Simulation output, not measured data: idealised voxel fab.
A process module follows: voxel ribs on slabs.
It is cross-section cut that appears here, measuring 240 nm in width, its square cells being 5 nm in size.
Cross-sections here: square-cell grids, written as top-down lists of bands, a band being one or more rows of cells.
Quick guide to a band line: top height, bottom height (nm) up front; then every material left to right with its width in nm. Only one material and it's marked "edge to edge"? Then it fills the band edge to edge. And "empty" just means empty space.
Heads up on the height convention: 0 is the point under which the incoming wafer is all one material, and the lowest band has no bottom, it just keeps going down, like "z 0 and below".
Think of "30 to 40" as a width that walks from the first number to the second as you go down the band, top row to bottom row, taking equal-sized steps from row to row.
"same as before" means the step left every cell of the cross-section as it was.
The entry "Sealed cavities" lists the empty spaces that cover at least 8 cells and have no open path to the top. Each is written as width x height at distance, where the distance is measured from the left edge and all three values are in nm.
On each step's line, the part that comes after the settings is the simulator's own comment on the step.
overlay nm: step with mask; distance mask lay right of planned place; negative value = left of planned place.

STEPS IN THE PROCESS PLAN
- 1: RECEIVE | material Si
- 2: DIRECTIONAL_DEP | material SiO2 | thk nm 30
- 3: DIRECTIONAL_DEP | material SiN | thk nm 20
- 4: MASKED_ETCH | tone cover | mask id RIB | width nm 30 | etch materials SiN | depth nm 10 | overlay nm 0
- 5: PATTERN | tone cover | mask id SLAB | material resist | width nm 70 | thk nm 15 | overlay nm 0
- 6: DIRECTIONAL_ETCH | etch materials SiN | depth nm 10
- 7: STRIP | etch materials resist
- 8: FILL_DEP | material SiO2 | thk nm 25
- 9: CMP | height nm 65
- 10: DIRECTIONAL_DEP | material TiN | thk nm 5
- 11: MASKED_ETCH | tone cover | mask id HEATER | width nm 40 | etch materials TiN | depth nm 5 | overlay nm 0
- 12: CONFORMAL_DEP | material SiN | thk nm 10

AS-RECEIVED WAFER CROSS-SECTION (AFTER STEP 1)
- z 0 and below  Si edge to edge
- Sealed cavities: none

WAFER CROSS-SECTION AT END OF MODULE: START AND PLAN AS SHOWN ABOVE, ONE EXECUTION ERROR
- z 80 to 75  empty 90 nm | SiN 60 nm | empty 90 nm
- z 75 to 70  SiN edge to edge
- z 70 to 65  SiN 100 nm | TiN 40 nm | SiN 100 nm
- z 65 to 40  SiO2 edge to edge
- z 40 to 30  SiN 85 nm | SiO2 20 nm | SiN 30 nm | SiO2 20 nm | SiN 85 nm
- z 30 to 0  SiO2 edge to edge
- z 0 and below  Si edge to edge
- Sealed cavities: none
Which mistake was made when the wafer was run? so step 5 ended up running with a different setting than we planned, it ran as PATTERN | tone open | mask id SLAB | material resist | width nm 70 | thk nm 15 | overlay nm 0
